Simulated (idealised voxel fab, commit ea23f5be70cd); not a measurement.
Process module, titled voxel transistor to metal
Cross-section cut spans 285 nm and uses square cells 5 nm in size.
Heads up, the way a cross-section reads in here is a grid of square cells, handed over as bands from the top down, with every band being one or more rows of cells. Band entry format. Leading values: height of top, height of bottom, nm. Remainder: materials in left-to-right order, each with its width in nm. Special words: "full width" on a single material, which then fills the band edge to edge; "empty", empty space. Heights are reckoned from 0. Under this level, the received wafer is all of one material. The bottommost band is open-ended downward, for example "0 and below". The width entry "30..40" should be interpreted row by row: the top row of cells in the band takes the first number, the bottom row takes the second number, and the change between adjacent rows is uniform throughout. When a step is marked "nothing different", none of the cells in the cross-section changed during that step. In "Listed closed voids" the enclosed voids are listed, meaning empty spaces of 8 cells or larger without any opening to the top. The form is width x height at distance, distance from the left edge, units nm. If you see something after the settings on a step's line, that's the simulator's own remark about that step. When a step includes a mask, the "overlay nm" setting on its line states how far to the right of its planned place that mask lay, and negative values state how far to the left. In what follows, pairs of cross-sections are presented, each taken before and after one process step, with the after cross-section shown only down to the lowest band that was altered; the step, together with its settings, is stated below the pair. The pairs may stem from different runs of this module on the same starting wafer; accordingly, a pair should be taken as continuing from the one above it solely where its entry headed "Prior state" indicates as much.

## Prior state
* 120 down to 95  resist 20 nm  empty 20 nm  resist 120 nm  empty 20 nm  resist 105 nm
* 95 down to 85  aC 20 nm  empty 15 nm  aC 125 nm  empty 15 nm  aC 110 nm
* 85 down to 70  SiO2 20 nm  empty 15 nm  SiO2 125 nm  empty 15 nm  SiO2 110 nm
* 70 down to 60  SiO2 20 nm  aC 15 nm  SiO2 125 nm  aC 15 nm  SiO2 110 nm
* 60 down to 55  SiCN full width
* 55 down to 30  SiO2 20 nm  TiN 5 nm  SiN 10 nm  TiN 5 nm  SiO2 65 nm  TiN 5 nm  SiN 10 nm  TiN 5 nm  SiO2 35 nm  TiN 5 nm  SiN 10 nm  TiN 5 nm  SiO2 65 nm  TiN 5 nm  SiN 10 nm  TiN 5 nm  SiO2 20 nm
* 30 down to 25  SiCN 20 nm  TiN 20 nm  SiCN 65 nm  TiN 20 nm  SiCN 35 nm  TiN 20 nm  SiCN 65 nm  TiN 20 nm  SiCN 20 nm
* 25 down to 10  SiO2 20 nm  TiN 5 nm  Ru 10 nm  TiN 5 nm  SiO2 65 nm  TiN 5 nm  Ru 10 nm  TiN 5 nm  SiO2 35 nm  TiN 5 nm  Ru 10 nm  TiN 5 nm  SiO2 65 nm  TiN 5 nm  Ru 10 nm  TiN 5 nm  SiO2 20 nm
* 10 down to 5  SiO2 20 nm  TiN 5 nm  Ru 5 nm  TiN 10 nm  SiO2 10 nm  SiN 10 nm  HfO2 5 nm  TiN 5 nm  W 5 nm  TiN 5 nm  HfO2 5 nm  SiN 10 nm  SiO2 10 nm  TiN 10 nm  Ru 5 nm  TiN 5 nm  SiO2 35 nm  TiN 5 nm  Ru 5 nm  TiN 10 nm  SiO2 10 nm  SiN 10 nm  HfO2 5 nm  TiN 5 nm  W 5 nm  TiN 5 nm  HfO2 5 nm  SiN 10 nm  SiO2 10 nm  TiN 10 nm  Ru 5 nm  TiN 5 nm  SiO2 20 nm
* 5 down to 0  SiO2 10 nm  SiN 10 nm  TiN 5 nm  Ru 5 nm  TiN 5 nm  SiGe 15 nm  SiN 10 nm  HfO2 5 nm  TiN 5 nm  W 5 nm  TiN 5 nm  HfO2 5 nm  SiN 10 nm  SiGe 15 nm  TiN 5 nm  Ru 5 nm  TiN 5 nm  SiN 10 nm  SiO2 15 nm  SiN 10 nm  TiN 5 nm  Ru 5 nm  TiN 5 nm  SiGe 15 nm  SiN 10 nm  HfO2 5 nm  TiN 5 nm  W 5 nm  TiN 5 nm  HfO2 5 nm  SiN 10 nm  SiGe 15 nm  TiN 5 nm  Ru 5 nm  TiN 5 nm  SiN 10 nm  SiO2 10 nm
* 0 down to -5  SiO2 10 nm  SiN 10 nm  TiN 5 nm  Ru 5 nm  TiN 5 nm  SiGe 15 nm  SiN 10 nm  HfO2 5 nm  TiN 15 nm  HfO2 5 nm  SiN 10 nm  SiGe 15 nm  TiN 5 nm  Ru 5 nm  TiN 5 nm  SiN 10 nm  SiO2 15 nm  SiN 10 nm  TiN 5 nm  Ru 5 nm  TiN 5 nm  SiGe 15 nm  SiN 10 nm  HfO2 5 nm  TiN 15 nm  HfO2 5 nm  SiN 10 nm  SiGe 15 nm  TiN 5 nm  Ru 5 nm  TiN 5 nm  SiN 10 nm  SiO2 10 nm
* -5 down to -10  SiO2 20 nm  TiN 15 nm  SiGe 15 nm  SiO2 5 nm  HfO2 35 nm  SiO2 5 nm  SiGe 15 nm  TiN 15 nm  SiO2 35 nm  TiN 15 nm  SiGe 15 nm  SiO2 5 nm  HfO2 35 nm  SiO2 5 nm  SiGe 15 nm  TiN 15 nm  SiO2 20 nm
* -10 down to -25  SiO2 20 nm  SiGe 30 nm  Si 45 nm  SiGe 30 nm  SiO2 35 nm  SiGe 30 nm  Si 45 nm  SiGe 30 nm  SiO2 20 nm
* -25 down to -40  SiO2 20 nm  Si 105 nm  SiO2 35 nm  Si 105 nm  SiO2 20 nm
* -40 and below  Si full width
* Listed closed voids: none

## Post-Step Appearance
* 110 down to 95  resist 20 nm  empty 20 nm  resist 120 nm  empty 20 nm  resist 105 nm
* 95 down to 85  aC 20 nm  empty 20 nm  aC 120 nm  empty 20 nm  aC 105 nm
* 85 down to 60  SiO2 20 nm  empty 15 nm  SiO2 125 nm  empty 15 nm  SiO2 110 nm
* Under 60: no change, same as before.
* Listed closed voids: none
Between the two cross-sections shown above lies DIRECTIONAL_ETCH, etch materials aC, depth nm 10

Prior state: as in the pair right above, post-step view.

## Post-Step Appearance
* 95 down to 85  aC 20 nm  empty 20 nm  aC 120 nm  empty 20 nm  aC 105 nm
* Under 85: no change, same as before.
* Listed closed voids: none
Between the two cross-sections shown above lies STRIP, etch materials resist

Prior state: as in the pair right above, post-step view.

## Post-Step Appearance
* 95 down to 85  aC 20 nm  empty 20 nm  aC 120 nm  empty 20 nm  aC 105 nm
* 85 down to 70  SiO2 20 nm  empty 20 nm  SiO2 120 nm  empty 20 nm  SiO2 105 nm
* Under 70: no change, same as before.
* Listed closed voids: none
Between the two cross-sections shown above lies DIRECTIONAL_ETCH, etch materials SiO2, depth nm 15

Prior state: as in the pair right above, post-step view.

## Post-Step Appearance
* 95 down to 85  aC 20 nm  empty 20 nm  aC 120 nm  empty 20 nm  aC 105 nm
* 85 down to 70  SiO2 20 nm  empty 20 nm  SiO2 120 nm  empty 20 nm  SiO2 105 nm
* 70 down to 60  SiO2 20 nm  empty 15 nm  SiO2 125 nm  empty 15 nm  SiO2 110 nm
* 60 down to 55  SiCN 20 nm  empty 15 nm  SiCN 125 nm  empty 15 nm  SiCN 110 nm
* Under 55: no change, same as before.
* Listed closed voids: none
Between the two cross-sections shown above lies DIRECTIONAL_ETCH, etch materials SiCN, depth nm 5

Prior state: as in the pair right above, post-step view.

## Post-Step Appearance
* 85 down to 70  SiO2 20 nm  empty 20 nm  SiO2 120 nm  empty 20 nm  SiO2 105 nm
* Under 70: no change, same as before.
* Listed closed voids: none
Between the two cross-sections shown above lies STRIP, etch materials aC

Prior state: as in the pair right above, post-step view.

## Post-Step Appearance
* 90 down to 85  TiN 25 nm  empty 10 nm  TiN 130 nm  empty 10 nm  TiN 110 nm
* 85 down to 75  SiO2 20 nm  TiN 5 nm  empty 10 nm  TiN 5 nm  SiO2 120 nm  TiN 5 nm  empty 10 nm  TiN 5 nm  SiO2 105 nm
* 75 down to 70  SiO2 20 nm  TiN 5 nm  empty 5 nm  TiN 10 nm  SiO2 120 nm  TiN 5 nm  empty 5 nm  TiN 10 nm  SiO2 105 nm
* 70 down to 60  SiO2 20 nm  TiN 5 nm  empty 5 nm  TiN 5 nm  SiO2 125 nm  TiN 5 nm  empty 5 nm  TiN 5 nm  SiO2 110 nm
* 60 down to 55  SiCN 20 nm  TiN 15 nm  SiCN 125 nm  TiN 15 nm  SiCN 110 nm
* Under 55: no change, same as before.
* Listed closed voids: none
Between the two cross-sections shown above lies CONFORMAL_DEP, material TiN, thk nm 5

Prior state: as in the pair right above, post-step view.

## Post-Step Appearance
* 95 down to 90  Cu full width
* 90 down to 85  TiN 25 nm  Cu 10 nm  TiN 130 nm  Cu 10 nm  TiN 110 nm
* 85 down to 75  SiO2 20 nm  TiN 5 nm  Cu 10 nm  TiN 5 nm  SiO2 120 nm  TiN 5 nm  Cu 10 nm  TiN 5 nm  SiO2 105 nm
* 75 down to 70  SiO2 20 nm  TiN 5 nm  Cu 5 nm  TiN 10 nm  SiO2 120 nm  TiN 5 nm  Cu 5 nm  TiN 10 nm  SiO2 105 nm
* 70 down to 60  SiO2 20 nm  TiN 5 nm  Cu 5 nm  TiN 5 nm  SiO2 125 nm  TiN 5 nm  Cu 5 nm  TiN 5 nm  SiO2 110 nm
* Under 60: no change, same as before.
* Listed closed voids: none
Between the two cross-sections shown above lies FILL_DEP, material Cu, thk nm 5

Prior state: as in the pair right above, post-step view.

## Post-Step Appearance
* 85 down to 75  SiO2 20 nm  TiN 5 nm  Cu 10 nm  TiN 5 nm  SiO2 120 nm  TiN 5 nm  Cu 10 nm  TiN 5 nm  SiO2 105 nm
* Under 75: no change, same as before.
* Listed closed voids: none
Between the two cross-sections shown above lies CMP, height nm 85

Prior state: as in the pair right above, post-step view.

## Post-Step Appearance
* 90 down to 85  SiCN full width
* Under 85: no change, same as before.
* Listed closed voids: none
Between the two cross-sections shown above lies CONFORMAL_DEP, material SiCN, thk nm 5

## Prior state
* 25 down to 10  SiO2 full width
* 10 down to 5  SiO2 50 nm  SiN 10 nm  HfO2 5 nm  TiN 5 nm  W 5 nm  TiN 5 nm  HfO2 5 nm  SiN 10 nm  SiO2 95 nm  SiN 10 nm  HfO2 5 nm  TiN 5 nm  W 5 nm  TiN 5 nm  HfO2 5 nm  SiN 10 nm  SiO2 50 nm
* 5 down to 0  SiO2 10 nm  SiN 10 nm  SiO2 15 nm  SiGe 15 nm  SiN 10 nm  HfO2 5 nm  TiN 5 nm  W 5 nm  TiN 5 nm  HfO2 5 nm  SiN 10 nm  SiGe 15 nm  SiO2 15 nm  SiN 10 nm  SiO2 15 nm  SiN 10 nm  SiO2 15 nm  SiGe 15 nm  SiN 10 nm  HfO2 5 nm  TiN 5 nm  W 5 nm  TiN 5 nm  HfO2 5 nm  SiN 10 nm  SiGe 15 nm  SiO2 15 nm  SiN 10 nm  SiO2 10 nm
* 0 down to -5  SiO2 10 nm  SiN 10 nm  SiO2 15 nm  SiGe 15 nm  SiN 10 nm  HfO2 5 nm  TiN 15 nm  HfO2 5 nm  SiN 10 nm  SiGe 15 nm  SiO2 15 nm  SiN 10 nm  SiO2 15 nm  SiN 10 nm  SiO2 15 nm  SiGe 15 nm  SiN 10 nm  HfO2 5 nm  TiN 15 nm  HfO2 5 nm  SiN 10 nm  SiGe 15 nm  SiO2 15 nm  SiN 10 nm  SiO2 10 nm
* -5 down to -10  SiO2 35 nm  SiGe 15 nm  SiO2 5 nm  HfO2 35 nm  SiO2 5 nm  SiGe 15 nm  SiO2 65 nm  SiGe 15 nm  SiO2 5 nm  HfO2 35 nm  SiO2 5 nm  SiGe 15 nm  SiO2 35 nm
* -10 down to -25  SiO2 20 nm  SiGe 30 nm  Si 45 nm  SiGe 30 nm  SiO2 35 nm  SiGe 30 nm  Si 45 nm  SiGe 30 nm  SiO2 20 nm
* -25 down to -40  SiO2 20 nm  Si 105 nm  SiO2 35 nm  Si 105 nm  SiO2 20 nm
* -40 and below  Si full width
* Listed closed voids: none

## Post-Step Appearance
* 25 down to 10  empty 20 nm  SiO2 20 nm  empty 65 nm  SiO2 20 nm  empty 35 nm  SiO2 20 nm  empty 65 nm  SiO2 20 nm  empty 20 nm
* 10 down to 5  empty 20 nm  SiO2 20 nm  empty 10 nm  SiN 10 nm  HfO2 5 nm  TiN 5 nm  W 5 nm  TiN 5 nm  HfO2 5 nm  SiN 10 nm  empty 10 nm  SiO2 20 nm  empty 35 nm  SiO2 20 nm  empty 10 nm  SiN 10 nm  HfO2 5 nm  TiN 5 nm  W 5 nm  TiN 5 nm  HfO2 5 nm  SiN 10 nm  empty 10 nm  SiO2 20 nm  empty 20 nm
* 5 down to 0  empty 10 nm  SiN 10 nm  SiO2 15 nm  SiGe 15 nm  SiN 10 nm  HfO2 5 nm  TiN 5 nm  W 5 nm  TiN 5 nm  HfO2 5 nm  SiN 10 nm  SiGe 15 nm  SiO2 15 nm  SiN 10 nm  empty 15 nm  SiN 10 nm  SiO2 15 nm  SiGe 15 nm  SiN 10 nm  HfO2 5 nm  TiN 5 nm  W 5 nm  TiN 5 nm  HfO2 5 nm  SiN 10 nm  SiGe 15 nm  SiO2 15 nm  SiN 10 nm  empty 10 nm
* 0 down to -5  empty 10 nm  SiN 10 nm  SiO2 15 nm  SiGe 15 nm  SiN 10 nm  HfO2 5 nm  TiN 15 nm  HfO2 5 nm  SiN 10 nm  SiGe 15 nm  SiO2 15 nm  SiN 10 nm  empty 15 nm  SiN 10 nm  SiO2 15 nm  SiGe 15 nm  SiN 10 nm  HfO2 5 nm  TiN 15 nm  HfO2 5 nm  SiN 10 nm  SiGe 15 nm  SiO2 15 nm  SiN 10 nm  empty 10 nm
* -5 down to -10  empty 10 nm  SiO2 25 nm  SiGe 15 nm  SiO2 5 nm  HfO2 35 nm  SiO2 5 nm  SiGe 15 nm  SiO2 25 nm  empty 15 nm  SiO2 25 nm  SiGe 15 nm  SiO2 5 nm  HfO2 35 nm  SiO2 5 nm  SiGe 15 nm  SiO2 25 nm  empty 10 nm
* Under -10: no change, same as before.
* Listed closed voids: none
Between the two cross-sections shown above lies MASKED_ETCH, tone cover, mask id CONTACT, width nm 20, etch materials SiO2, depth nm 35, overlay nm 0

Prior state: as in the pair right above, post-step view.

## Post-Step Appearance
* 30 down to 25  empty 15 nm  TiN 30 nm  empty 55 nm  TiN 30 nm  empty 25 nm  TiN 30 nm  empty 55 nm  TiN 30 nm  empty 15 nm
* 25 down to 15  empty 15 nm  TiN 5 nm  SiO2 20 nm  TiN 5 nm  empty 55 nm  TiN 5 nm  SiO2 20 nm  TiN 5 nm  empty 25 nm  TiN 5 nm  SiO2 20 nm  TiN 5 nm  empty 55 nm  TiN 5 nm  SiO2 20 nm  TiN 5 nm  empty 15 nm
* 15 down to 10  empty 15 nm  TiN 5 nm  SiO2 20 nm  TiN 65 nm  SiO2 20 nm  TiN 5 nm  empty 25 nm  TiN 5 nm  SiO2 20 nm  TiN 65 nm  SiO2 20 nm  TiN 5 nm  empty 15 nm
* 10 down to 5  empty 5 nm  TiN 15 nm  SiO2 20 nm  TiN 10 nm  SiN 10 nm  HfO2 5 nm  TiN 5 nm  W 5 nm  TiN 5 nm  HfO2 5 nm  SiN 10 nm  TiN 10 nm  SiO2 20 nm  TiN 15 nm  empty 5 nm  TiN 15 nm  SiO2 20 nm  TiN 10 nm  SiN 10 nm  HfO2 5 nm  TiN 5 nm  W 5 nm  TiN 5 nm  HfO2 5 nm  SiN 10 nm  TiN 10 nm  SiO2 20 nm  TiN 15 nm  empty 5 nm
* 5 down to 0  empty 5 nm  TiN 5 nm  SiN 10 nm  SiO2 15 nm  SiGe 15 nm  SiN 10 nm  HfO2 5 nm  TiN 5 nm  W 5 nm  TiN 5 nm  HfO2 5 nm  SiN 10 nm  SiGe 15 nm  SiO2 15 nm  SiN 10 nm  TiN 5 nm  empty 5 nm  TiN 5 nm  SiN 10 nm  SiO2 15 nm  SiGe 15 nm  SiN 10 nm  HfO2 5 nm  TiN 5 nm  W 5 nm  TiN 5 nm  HfO2 5 nm  SiN 10 nm  SiGe 15 nm  SiO2 15 nm  SiN 10 nm  TiN 5 nm  empty 5 nm
* 0 down to -5  empty 5 nm  TiN 5 nm  SiN 10 nm  SiO2 15 nm  SiGe 15 nm  SiN 10 nm  HfO2 5 nm  TiN 15 nm  HfO2 5 nm  SiN 10 nm  SiGe 15 nm  SiO2 15 nm  SiN 10 nm  TiN 5 nm  empty 5 nm  TiN 5 nm  SiN 10 nm  SiO2 15 nm  SiGe 15 nm  SiN 10 nm  HfO2 5 nm  TiN 15 nm  HfO2 5 nm  SiN 10 nm  SiGe 15 nm  SiO2 15 nm  SiN 10 nm  TiN 5 nm  empty 5 nm
* -5 down to -10  TiN 10 nm  SiO2 25 nm  SiGe 15 nm  SiO2 5 nm  HfO2 35 nm  SiO2 5 nm  SiGe 15 nm  SiO2 25 nm  TiN 15 nm  SiO2 25 nm  SiGe 15 nm  SiO2 5 nm  HfO2 35 nm  SiO2 5 nm  SiGe 15 nm  SiO2 25 nm  TiN 10 nm
* Under -10: no change, same as before.
* Listed closed voids: none
Between the two cross-sections shown above lies CONFORMAL_DEP, material TiN, thk nm 5

Prior state: as in the pair right above, post-step view.

## Post-Step Appearance
* 35 down to 30  Ru full width
* 30 down to 25  Ru 15 nm  TiN 30 nm  Ru 55 nm  TiN 30 nm  Ru 25 nm  TiN 30 nm  Ru 55 nm  TiN 30 nm  Ru 15 nm
* 25 down to 15  Ru 15 nm  TiN 5 nm  SiO2 20 nm  TiN 5 nm  Ru 55 nm  TiN 5 nm  SiO2 20 nm  TiN 5 nm  Ru 25 nm  TiN 5 nm  SiO2 20 nm  TiN 5 nm  Ru 55 nm  TiN 5 nm  SiO2 20 nm  TiN 5 nm  Ru 15 nm
* 15 down to 10  Ru 15 nm  TiN 5 nm  SiO2 20 nm  TiN 65 nm  SiO2 20 nm  TiN 5 nm  Ru 25 nm  TiN 5 nm  SiO2 20 nm  TiN 65 nm  SiO2 20 nm  TiN 5 nm  Ru 15 nm
* 10 down to 5  Ru 5 nm  TiN 15 nm  SiO2 20 nm  TiN 10 nm  SiN 10 nm  HfO2 5 nm  TiN 5 nm  W 5 nm  TiN 5 nm  HfO2 5 nm  SiN 10 nm  TiN 10 nm  SiO2 20 nm  TiN 15 nm  Ru 5 nm  TiN 15 nm  SiO2 20 nm  TiN 10 nm  SiN 10 nm  HfO2 5 nm  TiN 5 nm  W 5 nm  TiN 5 nm  HfO2 5 nm  SiN 10 nm  TiN 10 nm  SiO2 20 nm  TiN 15 nm  Ru 5 nm
* 5 down to 0  Ru 5 nm  TiN 5 nm  SiN 10 nm  SiO2 15 nm  SiGe 15 nm  SiN 10 nm  HfO2 5 nm  TiN 5 nm  W 5 nm  TiN 5 nm  HfO2 5 nm  SiN 10 nm  SiGe 15 nm  SiO2 15 nm  SiN 10 nm  TiN 5 nm  Ru 5 nm  TiN 5 nm  SiN 10 nm  SiO2 15 nm  SiGe 15 nm  SiN 10 nm  HfO2 5 nm  TiN 5 nm  W 5 nm  TiN 5 nm  HfO2 5 nm  SiN 10 nm  SiGe 15 nm  SiO2 15 nm  SiN 10 nm  TiN 5 nm  Ru 5 nm
* 0 down to -5  Ru 5 nm  TiN 5 nm  SiN 10 nm  SiO2 15 nm  SiGe 15 nm  SiN 10 nm  HfO2 5 nm  TiN 15 nm  HfO2 5 nm  SiN 10 nm  SiGe 15 nm  SiO2 15 nm  SiN 10 nm  TiN 5 nm  Ru 5 nm  TiN 5 nm  SiN 10 nm  SiO2 15 nm  SiGe 15 nm  SiN 10 nm  HfO2 5 nm  TiN 15 nm  HfO2 5 nm  SiN 10 nm  SiGe 15 nm  SiO2 15 nm  SiN 10 nm  TiN 5 nm  Ru 5 nm
* Under -5: no change, same as before.
* Listed closed voids: none
Between the two cross-sections shown above lies FILL_DEP, material Ru, thk nm 5

Prior state: as in the pair right above, post-step view.

## Post-Step Appearance
* 25 down to 15  Ru 15 nm  TiN 5 nm  SiO2 20 nm  TiN 5 nm  Ru 55 nm  TiN 5 nm  SiO2 20 nm  TiN 5 nm  Ru 25 nm  TiN 5 nm  SiO2 20 nm  TiN 5 nm  Ru 55 nm  TiN 5 nm  SiO2 20 nm  TiN 5 nm  Ru 15 nm
* Under 15: no change, same as before.
* Listed closed voids: none
Between the two cross-sections shown above lies CMP, height nm 25

Prior state: as in the pair right above, post-step view.

## Post-Step Appearance
* 30 down to 25  SiCN full width
* Under 25: no change, same as before.
* Listed closed voids: none
Between the two cross-sections shown above lies CONFORMAL_DEP, material SiCN, thk nm 5

Prior state: as in the pair right above, post-step view.

## Post-Step Appearance
* 55 down to 30  SiO2 full width
* Under 30: no change, same as before.
* Listed closed voids: none
Between the two cross-sections shown above lies DIRECTIONAL_DEP, material SiO2, thk nm 25

Prior state: as in the pair right above, post-step view.

## Post-Step Appearance
* 65 down to 55  aC full width
* Under 55: no change, same as before.
* Listed closed voids: none
Between the two cross-sections shown above lies DIRECTIONAL_DEP, material aC, thk nm 10

Prior state: as in the pair right above, post-step view.

## Post-Step Appearance
* 95 down to 65  resist 20 nm  empty 20 nm  resist 65 nm  empty 20 nm  resist 35 nm  empty 20 nm  resist 65 nm  empty 20 nm  resist 20 nm
* Under 65: no change, same as before.
* Listed closed voids: none
Between the two cross-sections shown above lies PATTERN, tone open, mask id METAL_1, material resist, width nm 20, thk nm 30, overlay nm 0

Prior state: as in the pair right above, post-step view.

## Post-Step Appearance
* 85 down to 65  resist 20 nm  empty 20 nm  resist 65 nm  empty 20 nm  resist 35 nm  empty 20 nm  resist 65 nm  empty 20 nm  resist 20 nm
* 65 down to 55  aC 20 nm  empty 20 nm  aC 65 nm  empty 20 nm  aC 35 nm  empty 20 nm  aC 65 nm  empty 20 nm  aC 20 nm
* Under 55: no change, same as before.
* Listed closed voids: none
Between the two cross-sections shown above lies DIRECTIONAL_ETCH, etch materials aC, depth nm 10

Prior state: as in the pair right above, post-step view.

## Post-Step Appearance
* 65 down to 55  aC 20 nm  empty 20 nm  aC 65 nm  empty 20 nm  aC 35 nm  empty 20 nm  aC 65 nm  empty 20 nm  aC 20 nm
* Under 55: no change, same as before.
* Listed closed voids: none
Between the two cross-sections shown above lies STRIP, etch materials resist

Prior state: as in the pair right above, post-step view.

## Post-Step Appearance
* 65 down to 55  aC 20 nm  empty 20 nm  aC 65 nm  empty 20 nm  aC 35 nm  empty 20 nm  aC 65 nm  empty 20 nm  aC 20 nm
* 55 down to 30  SiO2 20 nm  empty 20 nm  SiO2 65 nm  empty 20 nm  SiO2 35 nm  empty 20 nm  SiO2 65 nm  empty 20 nm  SiO2 20 nm
* Under 30: no change, same as before.
* Listed closed voids: none
Between the two cross-sections shown above lies DIRECTIONAL_ETCH, etch materials SiO2, depth nm 25

Prior state: as in the pair right above, post-step view.

## Post-Step Appearance
* 65 down to 55  aC 20 nm  empty 20 nm  aC 65 nm  empty 20 nm  aC 35 nm  empty 20 nm  aC 65 nm  empty 20 nm  aC 20 nm
* 55 down to 30  SiO2 20 nm  empty 20 nm  SiO2 65 nm  empty 20 nm  SiO2 35 nm  empty 20 nm  SiO2 65 nm  empty 20 nm  SiO2 20 nm
* 30 down to 25  SiCN 20 nm  empty 20 nm  SiCN 65 nm  empty 20 nm  SiCN 35 nm  empty 20 nm  SiCN 65 nm  empty 20 nm  SiCN 20 nm
* Under 25: no change, same as before.
* Listed closed voids: none
Between the two cross-sections shown above lies DIRECTIONAL_ETCH, etch materials SiCN, depth nm 5

Prior state: as in the pair right above, post-step view.

## Post-Step Appearance
* 55 down to 30  SiO2 20 nm  empty 20 nm  SiO2 65 nm  empty 20 nm  SiO2 35 nm  empty 20 nm  SiO2 65 nm  empty 20 nm  SiO2 20 nm
* Under 30: no change, same as before.
* Listed closed voids: none
Between the two cross-sections shown above lies STRIP, etch materials aC

Prior state: as in the pair right above, post-step view.

## Post-Step Appearance
* 60 down to 55  TiN 25 nm  empty 10 nm  TiN 75 nm  empty 10 nm  TiN 45 nm  empty 10 nm  TiN 75 nm  empty 10 nm  TiN 25 nm
* 55 down to 30  SiO2 20 nm  TiN 5 nm  empty 10 nm  TiN 5 nm  SiO2 65 nm  TiN 5 nm  empty 10 nm  TiN 5 nm  SiO2 35 nm  TiN 5 nm  empty 10 nm  TiN 5 nm  SiO2 65 nm  TiN 5 nm  empty 10 nm  TiN 5 nm  SiO2 20 nm
* 30 down to 25  SiCN 20 nm  TiN 20 nm  SiCN 65 nm  TiN 20 nm  SiCN 35 nm  TiN 20 nm  SiCN 65 nm  TiN 20 nm  SiCN 20 nm
* Under 25: no change, same as before.
* Listed closed voids: none
Between the two cross-sections shown above lies CONFORMAL_DEP, material TiN, thk nm 5

Prior state: as in the pair right above, post-step view.

## Post-Step Appearance
* 65 down to 60  W full width
* 60 down to 55  TiN 25 nm  W 10 nm  TiN 75 nm  W 10 nm  TiN 45 nm  W 10 nm  TiN 75 nm  W 10 nm  TiN 25 nm
* 55 down to 30  SiO2 20 nm  TiN 5 nm  W 10 nm  TiN 5 nm  SiO2 65 nm  TiN 5 nm  W 10 nm  TiN 5 nm  SiO2 35 nm  TiN 5 nm  W 10 nm  TiN 5 nm  SiO2 65 nm  TiN 5 nm  W 10 nm  TiN 5 nm  SiO2 20 nm
* Under 30: no change, same as before.
* Listed closed voids: none
Between the two cross-sections shown above lies FILL_DEP, material W, thk nm 5

Prior state: as in the pair right above, post-step view.

## Post-Step Appearance
* 55 down to 30  SiO2 20 nm  TiN 5 nm  W 10 nm  TiN 5 nm  SiO2 65 nm  TiN 5 nm  W 10 nm  TiN 5 nm  SiO2 35 nm  TiN 5 nm  W 10 nm  TiN 5 nm  SiO2 65 nm  TiN 5 nm  W 10 nm  TiN 5 nm  SiO2 20 nm
* Under 30: no change, same as before.
* Listed closed voids: none
Between the two cross-sections shown above lies CMP, height nm 55

Prior state: as in the pair right above, post-step view.

## Post-Step Appearance
* 60 down to 55  SiCN full width
* Under 55: no change, same as before.
* Listed closed voids: none
Between the two cross-sections shown above lies CONFORMAL_DEP, material SiCN, thk nm 5

Prior state: as in the pair right above, post-step view.

## Post-Step Appearance
* 85 down to 60  SiO2 full width
* Under 60: no change, same as before.
* Listed closed voids: none
Between the two cross-sections shown above lies DIRECTIONAL_DEP, material SiO2, thk nm 25

Prior state: as in the pair right above, post-step view.

## Post-Step Appearance
* 85 down to 60  SiO2 20 nm  empty 15 nm  SiO2 125 nm  empty 15 nm  SiO2 110 nm
* Under 60: no change, same as before.
* Listed closed voids: none
Between the two cross-sections shown above lies MASKED_ETCH, tone open, mask id METAL_2_HOLES, width nm 15, pitch nm 140, etch materials SiO2, depth nm 25, overlay nm 0

Prior state: as in the pair right above, post-step view.

## Post-Step Appearance
* 95 down to 85  aC 20 nm  empty 15 nm  aC 125 nm  empty 15 nm  aC 110 nm
* 85 down to 70  SiO2 20 nm  empty 15 nm  SiO2 125 nm  empty 15 nm  SiO2 110 nm
* 70 down to 60  SiO2 20 nm  aC 15 nm  SiO2 125 nm  aC 15 nm  SiO2 110 nm
* Under 60: no change, same as before.
* Listed closed voids: none
Between the two cross-sections shown above lies DIRECTIONAL_DEP, material aC, thk nm 10

Prior state: as in the pair right above, post-step view.

## Post-Step Appearance
* 120 down to 95  resist 20 nm  empty 20 nm  resist 120 nm  empty 20 nm  resist 105 nm
* Under 95: no change, same as before.
* Listed closed voids: none
Between the two cross-sections shown above lies PATTERN, tone open, mask id METAL_2, material resist, width nm 20, pitch nm 140, thk nm 25, overlay nm 0

Prior state: as in the pair right above, post-step view.

## Post-Step Appearance
* 110 down to 95  resist 20 nm  empty 20 nm  resist 120 nm  empty 20 nm  resist 105 nm
* 95 down to 85  aC 20 nm  empty 20 nm  aC 120 nm  empty 20 nm  aC 105 nm
* 85 down to 60  SiO2 20 nm  empty 15 nm  SiO2 125 nm  empty 15 nm  SiO2 110 nm
* Under 60: no change, same as before.
* Listed closed voids: none
Between the two cross-sections shown above lies DIRECTIONAL_ETCH, etch materials aC, depth nm 10

Prior state: as in the pair right above, post-step view.

## Post-Step Appearance
* 95 down to 85  aC 20 nm  empty 20 nm  aC 120 nm  empty 20 nm  aC 105 nm
* Under 85: no change, same as before.
* Listed closed voids: none
Between the two cross-sections shown above lies STRIP, etch materials resist

Prior state: as in the pair right above, post-step view.

## Post-Step Appearance
* 95 down to 85  aC 20 nm  empty 20 nm  aC 120 nm  empty 20 nm  aC 105 nm
* 85 down to 70  SiO2 20 nm  empty 20 nm  SiO2 120 nm  empty 20 nm  SiO2 105 nm
* Under 70: no change, same as before.
* Listed closed voids: none
Between the two cross-sections shown above lies DIRECTIONAL_ETCH, etch materials SiO2, depth nm 15

Prior state: as in the pair right above, post-step view.

## Post-Step Appearance
* 95 down to 85  aC 20 nm  empty 20 nm  aC 120 nm  empty 20 nm  aC 105 nm
* 85 down to 70  SiO2 20 nm  empty 20 nm  SiO2 120 nm  empty 20 nm  SiO2 105 nm
* 70 down to 60  SiO2 20 nm  empty 15 nm  SiO2 125 nm  empty 15 nm  SiO2 110 nm
* 60 down to 55  SiCN 20 nm  empty 15 nm  SiCN 125 nm  empty 15 nm  SiCN 110 nm
* Under 55: no change, same as before.
* Listed closed voids: none
Between the two cross-sections shown above lies DIRECTIONAL_ETCH, etch materials SiCN, depth nm 5

Prior state: as in the pair right above, post-step view.

## Post-Step Appearance
* 85 down to 70  SiO2 20 nm  empty 20 nm  SiO2 120 nm  empty 20 nm  SiO2 105 nm
* Under 70: no change, same as before.
* Listed closed voids: none
Between the two cross-sections shown above lies STRIP, etch materials aC

Prior state: as in the pair right above, post-step view.

## Post-Step Appearance
* 90 down to 85  TiN 25 nm  empty 10 nm  TiN 130 nm  empty 10 nm  TiN 110 nm
* 85 down to 75  SiO2 20 nm  TiN 5 nm  empty 10 nm  TiN 5 nm  SiO2 120 nm  TiN 5 nm  empty 10 nm  TiN 5 nm  SiO2 105 nm
* 75 down to 70  SiO2 20 nm  TiN 5 nm  empty 5 nm  TiN 10 nm  SiO2 120 nm  TiN 5 nm  empty 5 nm  TiN 10 nm  SiO2 105 nm
* 70 down to 60  SiO2 20 nm  TiN 5 nm  empty 5 nm  TiN 5 nm  SiO2 125 nm  TiN 5 nm  empty 5 nm  TiN 5 nm  SiO2 110 nm
* 60 down to 55  SiCN 20 nm  TiN 15 nm  SiCN 125 nm  TiN 15 nm  SiCN 110 nm
* Under 55: no change, same as before.
* Listed closed voids: none
Between the two cross-sections shown above lies CONFORMAL_DEP, material TiN, thk nm 5
